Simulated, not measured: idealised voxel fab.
You're looking at the process module voxel gate over fins.
Shown is cross-section cut, with a width of 270 nm and square cells of size 5 nm.
Cross-section format: a grid of square cells, given as bands from top to bottom; each band is one or more rows of cells. Read a band's entry like this: the first values are the height of its top and the height of its bottom in nm, and what follows is the sequence of materials from left to right, each with its width in nm. Note that "air" is empty space, and that a single material marked "all across" reaches across the band from edge to edge. For the purposes of this specification, 0 denotes the height below which the wafer in its as-received condition is composed wholly of one material, and the lowermost band, lacking a lower limit, extends downward without end, as expressed in "0 nm and below". A width given as "30->40" starts at the first number in the band's top row and ends at the second number in its bottom row, shifting by an equal amount at every step from row to row. Step marked "no modifications"? Then no cell in the cross-section changed in it. Look at "Enclosed cavities" for the closed voids: empty spaces with no open path to the top, sized 8 cells or up. Each is width x height at distance, distance from the left edge, all nm. Post-settings text on a step line: simulator's own remark regarding the step. overlay nm: where the mask lay relative to plan, measured to the right, on steps with a mask; negatives go left.
**Planned step list for the process**
- 1: RECEIVE,material Si
- 2: CONFORMAL_DEP,material SiN,thk nm 5
- 3: MASKED_ETCH,tone cover,mask id FINS,width nm 15,pitch nm 55,etch materials SiN,depth nm 5,overlay nm 0
- 4: MASKED_ETCH,tone cover,mask id FINS,width nm 15,pitch nm 55,etch materials Si,depth nm 30,overlay nm 0
- 5: FILL_DEP,material SiO2,thk nm 15
- 6: CMP,height nm 5
- 7: DIRECTIONAL_DEP,material aC,thk nm 15
- 8: PATTERN,tone open,mask id RAIL,material resist,width nm 15,thk nm 35,overlay nm 0
- 9: DIRECTIONAL_ETCH,etch materials aC,depth nm 15
- 10: STRIP,etch materials resist
- 11: DIRECTIONAL_ETCH,etch materials SiO2,depth nm 30
- 12: STRIP,etch materials aC
- 13: CONFORMAL_DEP,material TiN,thk nm 5
- 14: FILL_DEP,material Ru,thk nm 5
- 15: CMP,height nm 5
- 16: SELECTIVE_ETCH,etch materials W Ru TiN,depth nm 25
- 17: FILL_DEP,material SiO2,thk nm 5
- 18: CMP,height nm 5
- 19: SELECTIVE_ETCH,etch materials SiO2,depth nm 20
- 20: STRIP,etch materials SiN
- 21: CONFORMAL_DEP,material HfO2,thk nm 5
- 22: CONFORMAL_DEP,material TiN,thk nm 5
- 23: FILL_DEP,material W,thk nm 10
- 24: CMP,height nm 15
- 25: CONFORMAL_DEP,material SiN,thk nm 10
**First of two wafers - as planned**
**Delivered wafer in cross-section: state after step 1**
	0 nm and below = Si all across
	Enclosed cavities: none
**The wafer, seen in cross-section, after step 2**
	5 nm to 0 nm = SiN all across
	Below 0 it's all the same as before, nothing changed down there.
**The wafer, seen in cross-section, after step 3**
	5 nm to 0 nm = air: 100; SiN: 15; air: 40; SiN: 15; air: 100
	Below 0 it's all the same as before, nothing changed down there.
**The wafer, seen in cross-section, after step 4**
	5 nm to 0 nm = air: 100; SiN: 15; air: 40; SiN: 15; air: 100
	0 nm to -30 nm = air: 100; Si: 15; air: 40; Si: 15; air: 100
	Below -30 it's all the same as before, nothing changed down there.
**The wafer, seen in cross-section, after step 5**
	20 nm to 5 nm = SiO2 all across
	5 nm to 0 nm = SiO2: 100; SiN: 15; SiO2: 40; SiN: 15; SiO2: 100
	0 nm to -30 nm = SiO2: 100; Si: 15; SiO2: 40; Si: 15; SiO2: 100
	Below -30 it's all the same as before, nothing changed down there.
**The wafer, seen in cross-section, after step 6**
	5 nm to 0 nm = SiO2: 100; SiN: 15; SiO2: 40; SiN: 15; SiO2: 100
	Below 0 it's all the same as before, nothing changed down there.
**The wafer, seen in cross-section, after step 7**
	20 nm to 5 nm = aC all across
	Below 5 it's all the same as before, nothing changed down there.
**The wafer, seen in cross-section, after step 8**
	55 nm to 20 nm = resist: 125; air: 15; resist: 130
	Below 20 it's all the same as before, nothing changed down there.
**The wafer, seen in cross-section, after step 9**
	40 nm to 20 nm = resist: 125; air: 15; resist: 130
	20 nm to 5 nm = aC: 125; air: 15; aC: 130
	Below 5 it's all the same as before, nothing changed down there.
**The wafer, seen in cross-section, after step 10**
	20 nm to 5 nm = aC: 125; air: 15; aC: 130
	Below 5 it's all the same as before, nothing changed down there.
**The wafer, seen in cross-section, after step 11**
	20 nm to 5 nm = aC: 125; air: 15; aC: 130
	5 nm to 0 nm = SiO2: 100; SiN: 15; SiO2: 10; air: 15; SiO2: 15; SiN: 15; SiO2: 100
	0 nm to -25 nm = SiO2: 100; Si: 15; SiO2: 10; air: 15; SiO2: 15; Si: 15; SiO2: 100
	Below -25 it's all the same as before, nothing changed down there.
**The wafer, seen in cross-section, after step 12**
	5 nm to 0 nm = SiO2: 100; SiN: 15; SiO2: 10; air: 15; SiO2: 15; SiN: 15; SiO2: 100
	Below 0 it's all the same as before, nothing changed down there.
**The wafer, seen in cross-section, after step 13**
	10 nm to 5 nm = TiN: 130; air: 5; TiN: 135
	5 nm to 0 nm = SiO2: 100; SiN: 15; SiO2: 10; TiN: 5; air: 5; TiN: 5; SiO2: 15; SiN: 15; SiO2: 100
	0 nm to -20 nm = SiO2: 100; Si: 15; SiO2: 10; TiN: 5; air: 5; TiN: 5; SiO2: 15; Si: 15; SiO2: 100
	-20 nm to -25 nm = SiO2: 100; Si: 15; SiO2: 10; TiN: 15; SiO2: 15; Si: 15; SiO2: 100
	Below -25 it's all the same as before, nothing changed down there.
**The wafer, seen in cross-section, after step 14**
	15 nm to 10 nm = Ru all across
	10 nm to 5 nm = TiN: 130; Ru: 5; TiN: 135
	5 nm to 0 nm = SiO2: 100; SiN: 15; SiO2: 10; TiN: 5; Ru: 5; TiN: 5; SiO2: 15; SiN: 15; SiO2: 100
	0 nm to -20 nm = SiO2: 100; Si: 15; SiO2: 10; TiN: 5; Ru: 5; TiN: 5; SiO2: 15; Si: 15; SiO2: 100
	Below -20 it's all the same as before, nothing changed down there.
**The wafer, seen in cross-section, after step 15**
	5 nm to 0 nm = SiO2: 100; SiN: 15; SiO2: 10; TiN: 5; Ru: 5; TiN: 5; SiO2: 15; SiN: 15; SiO2: 100
	Below 0 it's all the same as before, nothing changed down there.
**The wafer, seen in cross-section, after step 16**
	5 nm to 0 nm = SiO2: 100; SiN: 15; SiO2: 10; air: 15; SiO2: 15; SiN: 15; SiO2: 100
	0 nm to -20 nm = SiO2: 100; Si: 15; SiO2: 10; air: 15; SiO2: 15; Si: 15; SiO2: 100
	Below -20 it's all the same as before, nothing changed down there.
**The wafer, seen in cross-section, after step 17**
	10 nm to 5 nm = SiO2 all across
	5 nm to 0 nm = SiO2: 100; SiN: 15; SiO2: 40; SiN: 15; SiO2: 100
	0 nm to -20 nm = SiO2: 100; Si: 15; SiO2: 40; Si: 15; SiO2: 100
	Below -20 it's all the same as before, nothing changed down there.
**The wafer, seen in cross-section, after step 18**
	5 nm to 0 nm = SiO2: 100; SiN: 15; SiO2: 40; SiN: 15; SiO2: 100
	Below 0 it's all the same as before, nothing changed down there.
**The wafer, seen in cross-section, after step 19**
	5 nm to 0 nm = air: 100; SiN: 15; air: 40; SiN: 15; air: 100
	0 nm to -15 nm = air: 100; Si: 15; air: 40; Si: 15; air: 100
	Below -15 it's all the same as before, nothing changed down there.
**The wafer, seen in cross-section, after step 20**
	0 nm to -15 nm = air: 100; Si: 15; air: 40; Si: 15; air: 100
	Below -15 it's all the same as before, nothing changed down there.
**The wafer, seen in cross-section, after step 21**
	5 nm to 0 nm = air: 95; HfO2: 25; air: 30; HfO2: 25; air: 95
	0 nm to -10 nm = air: 95; HfO2: 5; Si: 15; HfO2: 5; air: 30; HfO2: 5; Si: 15; HfO2: 5; air: 95
	-10 nm to -15 nm = HfO2: 100; Si: 15; HfO2: 40; Si: 15; HfO2: 100
	Below -15 it's all the same as before, nothing changed down there.
**The wafer, seen in cross-section, after step 22**
	10 nm to 5 nm = air: 90; TiN: 35; air: 20; TiN: 35; air: 90
	5 nm to 0 nm = air: 90; TiN: 5; HfO2: 25; TiN: 5; air: 20; TiN: 5; HfO2: 25; TiN: 5; air: 90
	0 nm to -5 nm = air: 90; TiN: 5; HfO2: 5; Si: 15; HfO2: 5; TiN: 5; air: 20; TiN: 5; HfO2: 5; Si: 15; HfO2: 5; TiN: 5; air: 90
	-5 nm to -10 nm = TiN: 95; HfO2: 5; Si: 15; HfO2: 5; TiN: 30; HfO2: 5; Si: 15; HfO2: 5; TiN: 95
	Below -10 it's all the same as before, nothing changed down there.
**The wafer, seen in cross-section, after step 23**
	20 nm to 10 nm = W all across
	10 nm to 5 nm = W: 90; TiN: 35; W: 20; TiN: 35; W: 90
	5 nm to 0 nm = W: 90; TiN: 5; HfO2: 25; TiN: 5; W: 20; TiN: 5; HfO2: 25; TiN: 5; W: 90
	0 nm to -5 nm = W: 90; TiN: 5; HfO2: 5; Si: 15; HfO2: 5; TiN: 5; W: 20; TiN: 5; HfO2: 5; Si: 15; HfO2: 5; TiN: 5; W: 90
	Below -5 it's all the same as before, nothing changed down there.
**The wafer, seen in cross-section, after step 24**
	15 nm to 10 nm = W all across
	Below 10 it's all the same as before, nothing changed down there.
**The wafer, seen in cross-section, after step 25**
	25 nm to 15 nm = SiN all across
	Below 15 it's all the same as before, nothing changed down there.
**Wafer two of the pair: same origin, same plan, one error during the run; identical to wafer one up to and including step 3**
**Second wafer, sectioned view, at step 4's planned end time**
	5 nm to 0 nm = air: 100; SiN: 15; air: 40; SiN: 15; air: 100
	0 nm to -35 nm = air: 100; Si: 15; air: 40; Si: 15; air: 100
	Below -35 it's all the same as before, nothing changed down there.
**Second wafer, sectioned view, at step 5's planned end time**
	20 nm to 5 nm = SiO2 all across
	5 nm to 0 nm = SiO2: 100; SiN: 15; SiO2: 40; SiN: 15; SiO2: 100
	0 nm to -35 nm = SiO2: 100; Si: 15; SiO2: 40; Si: 15; SiO2: 100
	Below -35 it's all the same as before, nothing changed down there.
**Second wafer, sectioned view, at step 6's planned end time**
	5 nm to 0 nm = SiO2: 100; SiN: 15; SiO2: 40; SiN: 15; SiO2: 100
	Below 0 it's all the same as before, nothing changed down there.
**Second wafer, sectioned view, at step 7's planned end time**
	20 nm to 5 nm = aC all across
	Below 5 it's all the same as before, nothing changed down there.
**Second wafer, sectioned view, at step 8's planned end time**
	55 nm to 20 nm = resist: 125; air: 15; resist: 130
	Below 20 it's all the same as before, nothing changed down there.
**Second wafer, sectioned view, at step 9's planned end time**
	40 nm to 20 nm = resist: 125; air: 15; resist: 130
	20 nm to 5 nm = aC: 125; air: 15; aC: 130
	Below 5 it's all the same as before, nothing changed down there.
**Second wafer, sectioned view, at step 10's planned end time**
	20 nm to 5 nm = aC: 125; air: 15; aC: 130
	Below 5 it's all the same as before, nothing changed down there.
**Second wafer, sectioned view, at step 11's planned end time**
	20 nm to 5 nm = aC: 125; air: 15; aC: 130
	5 nm to 0 nm = SiO2: 100; SiN: 15; SiO2: 10; air: 15; SiO2: 15; SiN: 15; SiO2: 100
	0 nm to -25 nm = SiO2: 100; Si: 15; SiO2: 10; air: 15; SiO2: 15; Si: 15; SiO2: 100
	Below -25 it's all the same as before, nothing changed down there.
**Second wafer, sectioned view, at step 12's planned end time**
	5 nm to 0 nm = SiO2: 100; SiN: 15; SiO2: 10; air: 15; SiO2: 15; SiN: 15; SiO2: 100
	Below 0 it's all the same as before, nothing changed down there.
**Second wafer, sectioned view, at step 13's planned end time**
	10 nm to 5 nm = TiN: 130; air: 5; TiN: 135
	5 nm to 0 nm = SiO2: 100; SiN: 15; SiO2: 10; TiN: 5; air: 5; TiN: 5; SiO2: 15; SiN: 15; SiO2: 100
	0 nm to -20 nm = SiO2: 100; Si: 15; SiO2: 10; TiN: 5; air: 5; TiN: 5; SiO2: 15; Si: 15; SiO2: 100
	-20 nm to -25 nm = SiO2: 100; Si: 15; SiO2: 10; TiN: 15; SiO2: 15; Si: 15; SiO2: 100
	Below -25 it's all the same as before, nothing changed down there.
**Second wafer, sectioned view, at step 14's planned end time**
	15 nm to 10 nm = Ru all across
	10 nm to 5 nm = TiN: 130; Ru: 5; TiN: 135
	5 nm to 0 nm = SiO2: 100; SiN: 15; SiO2: 10; TiN: 5; Ru: 5; TiN: 5; SiO2: 15; SiN: 15; SiO2: 100
	0 nm to -20 nm = SiO2: 100; Si: 15; SiO2: 10; TiN: 5; Ru: 5; TiN: 5; SiO2: 15; Si: 15; SiO2: 100
	Below -20 it's all the same as before, nothing changed down there.
**Second wafer, sectioned view, at step 15's planned end time**
	5 nm to 0 nm = SiO2: 100; SiN: 15; SiO2: 10; TiN: 5; Ru: 5; TiN: 5; SiO2: 15; SiN: 15; SiO2: 100
	Below 0 it's all the same as before, nothing changed down there.
**Second wafer, sectioned view, at step 16's planned end time**
	5 nm to 0 nm = SiO2: 100; SiN: 15; SiO2: 10; air: 15; SiO2: 15; SiN: 15; SiO2: 100
	0 nm to -20 nm = SiO2: 100; Si: 15; SiO2: 10; air: 15; SiO2: 15; Si: 15; SiO2: 100
	Below -20 it's all the same as before, nothing changed down there.
**Second wafer, sectioned view, at step 17's planned end time**
	10 nm to 5 nm = SiO2 all across
	5 nm to 0 nm = SiO2: 100; SiN: 15; SiO2: 40; SiN: 15; SiO2: 100
	0 nm to -20 nm = SiO2: 100; Si: 15; SiO2: 40; Si: 15; SiO2: 100
	Below -20 it's all the same as before, nothing changed down there.
**Second wafer, sectioned view, at step 18's planned end time**
	5 nm to 0 nm = SiO2: 100; SiN: 15; SiO2: 40; SiN: 15; SiO2: 100
	Below 0 it's all the same as before, nothing changed down there.
**Second wafer, sectioned view, at step 19's planned end time**
	5 nm to 0 nm = air: 100; SiN: 15; air: 40; SiN: 15; air: 100
	0 nm to -15 nm = air: 100; Si: 15; air: 40; Si: 15; air: 100
	Below -15 it's all the same as before, nothing changed down there.
**Second wafer, sectioned view, at step 20's planned end time**
	0 nm to -15 nm = air: 100; Si: 15; air: 40; Si: 15; air: 100
	Below -15 it's all the same as before, nothing changed down there.
**Second wafer, sectioned view, at step 21's planned end time**
	5 nm to 0 nm = air: 95; HfO2: 25; air: 30; HfO2: 25; air: 95
	0 nm to -10 nm = air: 95; HfO2: 5; Si: 15; HfO2: 5; air: 30; HfO2: 5; Si: 15; HfO2: 5; air: 95
	-10 nm to -15 nm = HfO2: 100; Si: 15; HfO2: 40; Si: 15; HfO2: 100
	Below -15 it's all the same as before, nothing changed down there.
**Second wafer, sectioned view, at step 22's planned end time**
	10 nm to 5 nm = air: 90; TiN: 35; air: 20; TiN: 35; air: 90
	5 nm to 0 nm = air: 90; TiN: 5; HfO2: 25; TiN: 5; air: 20; TiN: 5; HfO2: 25; TiN: 5; air: 90
	0 nm to -5 nm = air: 90; TiN: 5; HfO2: 5; Si: 15; HfO2: 5; TiN: 5; air: 20; TiN: 5; HfO2: 5; Si: 15; HfO2: 5; TiN: 5; air: 90
	-5 nm to -10 nm = TiN: 95; HfO2: 5; Si: 15; HfO2: 5; TiN: 30; HfO2: 5; Si: 15; HfO2: 5; TiN: 95
	Below -10 it's all the same as before, nothing changed down there.
**Second wafer, sectioned view, at step 23's planned end time**
	20 nm to 10 nm = W all across
	10 nm to 5 nm = W: 90; TiN: 35; W: 20; TiN: 35; W: 90
	5 nm to 0 nm = W: 90; TiN: 5; HfO2: 25; TiN: 5; W: 20; TiN: 5; HfO2: 25; TiN: 5; W: 90
	0 nm to -5 nm = W: 90; TiN: 5; HfO2: 5; Si: 15; HfO2: 5; TiN: 5; W: 20; TiN: 5; HfO2: 5; Si: 15; HfO2: 5; TiN: 5; W: 90
	Below -5 it's all the same as before, nothing changed down there.
**Second wafer, sectioned view, at step 24's planned end time**
	15 nm to 10 nm = W all across
	Below 10 it's all the same as before, nothing changed down there.
**Second wafer, sectioned view, at step 25's planned end time**
	25 nm to 15 nm = SiN all across
	Below 15 it's all the same as before, nothing changed down there.
Run error: rather than as planned, step 4 actually ran as MASKED_ETCH,tone cover,mask id FINS,width nm 15,pitch nm 55,etch materials Si,depth nm 35,overlay nm 0
Final difference in cells, second wafer against first, listed per material as more or fewer: Si: 48 fewer; SiO2: 48 more
